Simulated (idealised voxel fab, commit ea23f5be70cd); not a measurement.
The document below concerns the process module designated voxel trench capacitor.
Shown is cross-section cut, with a width of 250 nm and square cells of size 5 nm.
A cross-section in this document is a grid of square cells, and it is written down as bands, the top band listed before the ones below it; a band is made up of one or more rows of cells. Each band's line starts with the height of the band's top and of its bottom, in nm. Then come its materials from left to right, each with its width in nm. One material with "all across" fills the band from edge to edge. "blank" is empty space. Heights from 0 (as-received wafer is one material below). Bottom band endless downward, as "top 0, no bottom". You'd read "30->40" like this: the band's top row of cells is as wide as the first number, its bottom row is as wide as the second, and going down, every row changes width by the same amount as the row before did. It should be understood that the words "nothing altered", when stated for a given step, signify that the cross-section underwent no change in any of its cells during that step. Look at "Sealed cavities" for the closed voids: empty spaces with no open path to the top, sized 8 cells or up. Each is width x height at distance, distance from the left edge, all nm. Anything after a step's settings on that line? It's the simulator's own note about the step. overlay nm: step with mask; distance mask lay right of planned place; negative value = left of planned place.
### The process steps that were planned are listed below
| 1 | op RECEIVE | material Si |
| 2 | op CONFORMAL_DEP | material SiN | thk nm 10 |
| 3 | op PATTERN | tone open | mask id TRENCH | material resist | width nm 30 | pitch nm 55 | thk nm 15 | overlay nm 0 |
| 4 | op DIRECTIONAL_ETCH | etch materials SiN | depth nm 10 |
| 5 | op DIRECTIONAL_ETCH | etch materials Si | depth nm 40 |
| 6 | op STRIP | etch materials resist |
| 7 | op CONFORMAL_DEP | material Al2O3 | thk nm 5 |
| 8 | op CONFORMAL_DEP | material TiN | thk nm 5 |
| 9 | op FILL_DEP | material W | thk nm 5 |
| 10 | op CMP | height nm 10 |
### Cross-section of the wafer as it came to us, i.e., already through step 1
  top 0, no bottom | Si all across
  Sealed cavities: none
### Result of the module, cross-sectioned: start per above, plan per above, one error in how it was run
  top 10, bottom 0 | SiN 25 / Al2O3 5 / TiN 5 / W 10 / TiN 5 / Al2O3 5 / SiN 25 / Al2O3 5 / TiN 5 / W 10 / TiN 5 / Al2O3 5 / SiN 25 / Al2O3 5 / TiN 5 / W 10 / TiN 5 / Al2O3 5 / SiN 25 / Al2O3 5 / TiN 5 / W 10 / TiN 5 / Al2O3 5 / SiN 30
  top 0, bottom -20 | Si 25 / Al2O3 5 / TiN 5 / W 10 / TiN 5 / Al2O3 5 / Si 25 / Al2O3 5 / TiN 5 / W 10 / TiN 5 / Al2O3 5 / Si 25 / Al2O3 5 / TiN 5 / W 10 / TiN 5 / Al2O3 5 / Si 25 / Al2O3 5 / TiN 5 / W 10 / TiN 5 / Al2O3 5 / Si 30
  top -20, bottom -25 | Si 25 / Al2O3 5 / TiN 20 / Al2O3 5 / Si 25 / Al2O3 5 / TiN 20 / Al2O3 5 / Si 25 / Al2O3 5 / TiN 20 / Al2O3 5 / Si 25 / Al2O3 5 / TiN 20 / Al2O3 5 / Si 30
  top -25, bottom -30 | Si 25 / Al2O3 30 / Si 25 / Al2O3 30 / Si 25 / Al2O3 30 / Si 25 / Al2O3 30 / Si 30
  top -30, no bottom | Si all across
  Sealed cavities: none
The plan and the run diverged here: step 5 went in with a setting other than planned; the actual run was op DIRECTIONAL_ETCH | etch materials Si | depth nm 30
